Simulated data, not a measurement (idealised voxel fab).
process module | voxel released beams
cross-section cut | 290 nm wide | cells 5 nm
A cross-section is a grid of square cells, given in bands from the top down. A band is one or more rows of cells.
Each band's line starts with the height of the band's top and of its bottom, in nm. Then come its materials from left to right, each with its width in nm. One material with "throughout" fills the band from edge to edge. "air" is empty space.
Height 0 is the level under which the wafer as received is all one material. The lowest band goes on downwards, as in "0 down".
A width such as "30 to 40" changes by the same amount from each row of cells to the next, from the band's top row to its bottom row.
"no change" after a step means that no cell of the cross-section changed.
closed voids: empty space of 8 cells or more with no open way to the top, each as width x height at its distance from the left edge, in nm
after a step's settings: what the simulator itself notes on the step
overlay nm, on a step with a mask: how far to the right of its planned place the mask lay; to the left if negative
plan
1 op RECEIVE | material Si
2 op CONFORMAL_DEP | material SiN | thk nm 5
3 op DIRECTIONAL_DEP | material SiO2 | thk nm 10
4 op MASKED_ETCH | tone open | mask id ANCHOR | width nm 30 | etch materials SiO2 | depth nm 10 | overlay nm 0
5 op CONFORMAL_DEP | material TiN | thk nm 10
6 op MASKED_ETCH | tone cover | mask id BEAM | width nm 100 | etch materials TiN | depth nm 10 | overlay nm -15
7 op STRIP | etch materials SiO2
varied across the wafers: overlay nm of step 6. The plan shows the first wafer's value. All wafers start alike
first wafer as received, after step 1
  0 down: Si throughout
  closed voids: none
first wafer at the end, after step 7
  25 to 15: air 75 | TiN 30 | air 10 | TiN 60 | air 115
  15 to 5: air 95 | TiN 30 | air 165
  5 to 0: SiN throughout
  0 down: Si throughout
  closed voids: none
last wafer at the end
  25 to 15: air 115 | TiN 90 | air 85
  15 to 5: air 95 | TiN 30 | air 165
  5 to 0: SiN throughout
  0 down: Si throughout
  closed voids: none
each wafer at the end: cells of each material gained (+) or lost (-) since it was received, then its closed voids
overlay nm -15 | +58 SiN | +48 TiN | closed voids: none
overlay nm -10 | +58 SiN | +48 TiN | closed voids: none
overlay nm -5 | +58 SiN | +48 TiN | closed voids: none
overlay nm 0 | +58 SiN | +48 TiN | closed voids: none
overlay nm 5 | +58 SiN | +48 TiN | closed voids: none
overlay nm 10 | +58 SiN | +48 TiN | closed voids: none
overlay nm 15 | +58 SiN | +48 TiN | closed voids: none
